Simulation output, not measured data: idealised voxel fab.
Herein follows the process module entitled voxel self aligned vias.
Cross-section cut: width 205 nm, square cells of 5 nm.
When this document writes out a cross-section, it uses a grid of square cells and lists it as bands, beginning at the top and moving down, with a band standing for one or more rows of cells. The entry gives the band's vertical extent as a top height and a bottom height in nm, then its horizontal make-up as materials from left to right, each with a width in nm. "air" stands for empty space; a single material marked "full width" fills the band edge to edge. Zero point of the height axis is 0; under it, received wafer = one material. Lowest band: continues down indefinitely, "0 down". Width: "30 to 40" (first number = top row, second number = bottom row, same change from row to row of cells). The cross-section has no changed cell in any step marked "no change occurred". Each empty space that has no open way to the top and spans at least 8 cells appears under "Closed-off voids" as width x height at distance, the distance counted from the left edge, all in nm. On a step's line, text after the settings is the simulator commenting on that step. The "overlay nm" setting may appear on a step's line; for a step that uses a mask, it gives how far to the right of its planned position the mask lay, and a negative value indicates the left.
Steps planned for the process
1. RECEIVE | material Si
2. CONFORMAL_DEP | material SiO2 | thk nm 10
3. CONFORMAL_DEP | material SiCN | thk nm 5
4. DIRECTIONAL_DEP | material lowk | thk nm 30
5. MASKED_ETCH | tone open | mask id LINES | width nm 20 | pitch nm 50 | etch materials lowk | depth nm 30 | overlay nm 0
6. CONFORMAL_DEP | material TiN | thk nm 5
7. FILL_DEP | material W | thk nm 10
8. CMP | height nm 45
9. SELECTIVE_ETCH | etch materials W Ru TiN | depth nm 5
10. FILL_DEP | material SiN | thk nm 10
11. CMP | height nm 45
12. DIRECTIONAL_DEP | material lowk | thk nm 20
13. MASKED_ETCH | tone open | mask id VIAS | width nm 30 | pitch nm 50 | etch materials lowk | depth nm 20 | overlay nm 0
14. MASKED_ETCH | tone open | mask id VIAS | width nm 30 | pitch nm 50 | etch materials SiN | depth nm 5 | overlay nm 0
15. CONFORMAL_DEP | material TiN | thk nm 5
16. FILL_DEP | material Cu | thk nm 10
17. CMP | height nm 65
18. CONFORMAL_DEP | material SiN | thk nm 5
For this document, wafers share an identical start and vary in the step 18 thk nm; the plan quotes the first wafer's value.
Cut through the first of several wafers as received, post step 1
  0 down = Si full width
  Closed-off voids: none
Cross-section of the first of several wafers once the module has run through its last step, step 18
  70 to 65 = SiN full width
  65 to 50 = lowk (60) / TiN (5) / Cu (20) / TiN (5) / lowk (20) / TiN (5) / Cu (20) / TiN (5) / lowk (65)
  50 to 45 = lowk (60) / TiN (10) / Cu (10) / TiN (10) / lowk (20) / TiN (10) / Cu (10) / TiN (10) / lowk (65)
  45 to 40 = lowk (65) / TiN (20) / lowk (30) / TiN (20) / lowk (70)
  40 to 20 = lowk (65) / TiN (5) / W (10) / TiN (5) / lowk (30) / TiN (5) / W (10) / TiN (5) / lowk (70)
  20 to 15 = lowk (65) / TiN (20) / lowk (30) / TiN (20) / lowk (70)
  15 to 10 = SiCN full width
  10 to 0 = SiO2 full width
  0 down = Si full width
  Closed-off voids: none
The module's end: a cross-section of the last wafer
  85 to 65 = SiN full width
  65 to 50 = lowk (60) / TiN (5) / Cu (20) / TiN (5) / lowk (20) / TiN (5) / Cu (20) / TiN (5) / lowk (65)
  50 to 45 = lowk (60) / TiN (10) / Cu (10) / TiN (10) / lowk (20) / TiN (10) / Cu (10) / TiN (10) / lowk (65)
  45 to 40 = lowk (65) / TiN (20) / lowk (30) / TiN (20) / lowk (70)
  40 to 20 = lowk (65) / TiN (5) / W (10) / TiN (5) / lowk (30) / TiN (5) / W (10) / TiN (5) / lowk (70)
  20 to 15 = lowk (65) / TiN (20) / lowk (30) / TiN (20) / lowk (70)
  15 to 10 = SiCN full width
  10 to 0 = SiO2 full width
  0 down = Si full width
  Closed-off voids: none
So in this table every wafer gets its own row, and what you see is where it stands at the end of the module: for each material, how many cells it picked up (+) or gave up (-) since we received it, and after that its closed voids
thk nm 5 | +28 Cu | +41 SiCN | +41 SiN | +82 SiO2 | +52 TiN | +16 W | +314 lowk | Closed-off voids: none
thk nm 10 | +28 Cu | +41 SiCN | +82 SiN | +82 SiO2 | +52 TiN | +16 W | +314 lowk | Closed-off voids: none
thk nm 15 | +28 Cu | +41 SiCN | +123 SiN | +82 SiO2 | +52 TiN | +16 W | +314 lowk | Closed-off voids: none
thk nm 20 | +28 Cu | +41 SiCN | +164 SiN | +82 SiO2 | +52 TiN | +16 W | +314 lowk | Closed-off voids: none
